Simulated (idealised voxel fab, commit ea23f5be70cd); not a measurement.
process module | voxel released beams
cross-section cut | 200 nm wide | cells 5 nm
A cross-section is a grid of square cells, given in bands from the top down. A band is one or more rows of cells.
Each band's line starts with the height of the band's top and of its bottom, in nm. Then come its materials from left to right, each with its width in nm. One material with "throughout" fills the band from edge to edge. "air" is empty space.
Height 0 is the level under which the wafer as received is all one material. The lowest band goes on downwards, as in "0 down".
A width such as "30 to 40" changes by the same amount from each row of cells to the next, from the band's top row to its bottom row.
"no change" after a step means that no cell of the cross-section changed.
closed voids: empty space of 8 cells or more with no open way to the top, each as width x height at its distance from the left edge, in nm
after a step's settings: what the simulator itself notes on the step
overlay nm, on a step with a mask: how far to the right of its planned place the mask lay; to the left if negative
plan
1 op RECEIVE | material Si
2 op CONFORMAL_DEP | material SiN | thk nm 5
3 op DIRECTIONAL_DEP | material SiO2 | thk nm 20
4 op PATTERN | tone open | mask id ANCHOR | material resist | width nm 35 | thk nm 15 | overlay nm 0
5 op DIRECTIONAL_ETCH | etch materials SiO2 | depth nm 20
6 op STRIP | etch materials resist
7 op CONFORMAL_DEP | material polySi | thk nm 15
8 op DIRECTIONAL_DEP | material aC | thk nm 15
9 op PATTERN | tone cover | mask id BEAM | material resist | width nm 110 | thk nm 30 | overlay nm 0
10 op DIRECTIONAL_ETCH | etch materials aC | depth nm 15
11 op STRIP | etch materials resist
12 op DIRECTIONAL_ETCH | etch materials polySi | depth nm 15
13 op STRIP | etch materials aC
14 op STRIP | etch materials SiO2
first wafer, as planned
as received, after step 1
  0 down: Si throughout
  closed voids: none
after step 2
  5 to 0: SiN throughout
  below 0: unchanged
after step 3
  25 to 5: SiO2 throughout
  below 5: unchanged
after step 4
  40 to 25: resist 45 | air 35 | resist 120
  below 25: unchanged
after step 5
  40 to 25: resist 45 | air 35 | resist 120
  25 to 5: SiO2 45 | air 35 | SiO2 120
  below 5: unchanged
after step 6
  25 to 5: SiO2 45 | air 35 | SiO2 120
  below 5: unchanged
after step 7
  40 to 25: polySi 60 | air 5 | polySi 135
  25 to 20: SiO2 45 | polySi 15 | air 5 | polySi 15 | SiO2 120
  20 to 5: SiO2 45 | polySi 35 | SiO2 120
  below 5: unchanged
after step 8
  55 to 40: aC 60 | air 5 | aC 135
  40 to 35: polySi 60 | air 5 | polySi 135
  35 to 25: polySi 60 | aC 5 | polySi 135
  25 to 20: SiO2 45 | polySi 15 | aC 5 | polySi 15 | SiO2 120
  below 20: unchanged
after step 9
  85 to 55: air 40 | resist 110 | air 50
  55 to 40: aC 60 | resist 5 | aC 135
  40 to 35: polySi 60 | resist 5 | polySi 135
  below 35: unchanged
after step 10
  70 to 55: air 40 | resist 110 | air 50
  55 to 40: air 40 | aC 20 | resist 5 | aC 85 | air 50
  below 40: unchanged
after step 11
  55 to 40: air 40 | aC 20 | air 5 | aC 85 | air 50
  40 to 35: polySi 60 | air 5 | polySi 135
  below 35: unchanged
after step 12
  55 to 40: air 40 | aC 20 | air 5 | aC 85 | air 50
  40 to 35: air 40 | polySi 20 | air 5 | polySi 85 | air 50
  35 to 25: air 40 | polySi 20 | aC 5 | polySi 85 | air 50
  below 25: unchanged
after step 13
  40 to 25: air 40 | polySi 20 | air 5 | polySi 85 | air 50
  25 to 20: SiO2 45 | polySi 15 | air 5 | polySi 15 | SiO2 120
  below 20: unchanged
after step 14
  40 to 25: air 40 | polySi 20 | air 5 | polySi 85 | air 50
  25 to 20: air 45 | polySi 15 | air 5 | polySi 15 | air 120
  20 to 5: air 45 | polySi 35 | air 120
  below 5: unchanged
second wafer: like start, like plan, one mistake. Through step 6 it matches the first wafer
when step 7 should have ended
  55 to 25: polySi throughout
  25 to 5: SiO2 45 | polySi 35 | SiO2 120
  below 5: unchanged
when step 8 should have ended
  70 to 55: aC throughout
  below 55: unchanged
when step 9 should have ended
  100 to 70: air 40 | resist 110 | air 50
  below 70: unchanged
when step 10 should have ended
  85 to 70: air 40 | resist 110 | air 50
  70 to 55: air 40 | aC 110 | air 50
  below 55: unchanged
when step 11 should have ended
  70 to 55: air 40 | aC 110 | air 50
  below 55: unchanged
when step 12 should have ended
  70 to 55: air 40 | aC 110 | air 50
  55 to 40: air 40 | polySi 110 | air 50
  below 40: unchanged
when step 13 should have ended
  55 to 40: air 40 | polySi 110 | air 50
  below 40: unchanged
when step 14 should have ended: no change
what went wrong: step 7 was run twice
at the end the second wafer has, in cells: 132 more of SiO2 | 124 more of polySi
